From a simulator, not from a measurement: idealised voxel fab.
The process module that follows is named voxel lift off.
The figure presents cross-section cut, which has a width of 245 nm and is divided into square cells with an edge length of 5 nm.
Cross-section spec: square-cell grid; bands listed top down; each band is one or more rows.
Band entry format. Leading values: height of top, height of bottom, nm. Remainder: materials in left-to-right order, each with its width in nm. Special words: "all across" on a single material, which then fills the band edge to edge; "empty", empty space.
It should be noted that heights are counted from 0, beneath which the wafer as supplied is of one material throughout, and that the lowest band possesses no lower boundary but continues downward, as written in "0 and below".
Per-row width for "30 to 40": begins at first number (top row of band), ends at second number (bottom row), increment between rows held constant.
It should be understood that the words "identical to before", when stated for a given step, signify that the cross-section underwent no change in any of its cells during that step.
So "Internal closed voids" is basically the list of trapped voids: any empty space of 8 cells or more that can't reach the top through an opening. They're written width x height at distance, the distance being from the left edge, and it's all nm.
The remark found on a step's line after its settings is issued by the simulator itself and pertains to that step.
Among the settings permitted on a step's line is "overlay nm"; applied to a step with a mask, it specifies the extent to which the mask lay to the right of its planned position, whereas a negative figure signifies a position to the left.
[Listed below are the process steps as planned]
1: RECEIVE (material Si)
2: CONFORMAL_DEP (material Al2O3; thk nm 5)
3: PATTERN (tone open; mask id LINES; material resist; width nm 25; pitch nm 45; thk nm 20; overlay nm 0)
4: DIRECTIONAL_DEP (material Ru; thk nm 5)
5: STRIP (etch materials resist)
6: CONFORMAL_DEP (material SiO2; thk nm 10)
[Wafer as received: cross-section following step 1]
	0 and below: Si all across
	Internal closed voids: none
[Wafer at module end, in section. Began as above, planned as above, run with one mistake]
	20 down to 15: empty=35, then SiO2=35, then empty=10, then SiO2=35, then empty=10, then SiO2=35, then empty=10, then SiO2=35, then empty=40
	15 down to 10: SiO2 all across
	10 down to 5: SiO2=45, then Ru=15, then SiO2=30, then Ru=15, then SiO2=30, then Ru=15, then SiO2=30, then Ru=15, then SiO2=50
	5 down to 0: Al2O3 all across
	0 and below: Si all across
	Internal closed voids: none
What was the processing mistake? step 3 ran differently from the plan; actual operation with settings: PATTERN (tone open; mask id LINES; material resist; width nm 15; pitch nm 45; thk nm 20; overlay nm 0)
